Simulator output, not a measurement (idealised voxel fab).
process module | voxel double patterning
cross-section cut | 160 nm wide | cells 5 nm
A cross-section is a grid of square cells, given in bands from the top down. A band is one or more rows of cells.
Each band's line starts with the height of the band's top and of its bottom, in nm. Then come its materials from left to right, each with its width in nm. One material with "throughout" fills the band from edge to edge. "air" is empty space.
Height 0 is the level under which the wafer as received is all one material. The lowest band goes on downwards, as in "0 down".
A width such as "30 to 40" changes by the same amount from each row of cells to the next, from the band's top row to its bottom row.
"no change" after a step means that no cell of the cross-section changed.
closed voids: empty space of 8 cells or more with no open way to the top, each as width x height at its distance from the left edge, in nm
after a step's settings: what the simulator itself notes on the step
overlay nm, on a step with a mask: how far to the right of its planned place the mask lay; to the left if negative
plan
1 op RECEIVE | material Si
2 op CONFORMAL_DEP | material SiO2 | thk nm 10
3 op DIRECTIONAL_DEP | material polySi | thk nm 15
4 op DIRECTIONAL_DEP | material SiCN | thk nm 10
5 op MASKED_ETCH | tone open | mask id FIRST | width nm 15 | pitch nm 50 | etch materials SiCN | depth nm 10 | overlay nm 0
6 op DIRECTIONAL_DEP | material aC | thk nm 10
7 op PATTERN | tone open | mask id SECOND | material resist | width nm 15 | pitch nm 50 | thk nm 25 | overlay nm 0
8 op DIRECTIONAL_ETCH | etch materials aC | depth nm 10
9 op STRIP | etch materials resist
10 op DIRECTIONAL_ETCH | etch materials SiCN | depth nm 10
11 op STRIP | etch materials aC
12 op DIRECTIONAL_ETCH | etch materials polySi | depth nm 15
13 op STRIP | etch materials SiCN
as received, after step 1
  0 down: Si throughout
  closed voids: none
a wafer at the end: this start, this plan, one mistake
  25 to 10: polySi 20 | air 15 | polySi 10 | air 15 | polySi 10 | air 15 | polySi 10 | air 15 | polySi 10 | air 15 | polySi 25
  10 to 0: polySi throughout
  0 down: Si throughout
  closed voids: none
what went wrong: step 2 ran as: op CONFORMAL_DEP | material polySi | thk nm 10
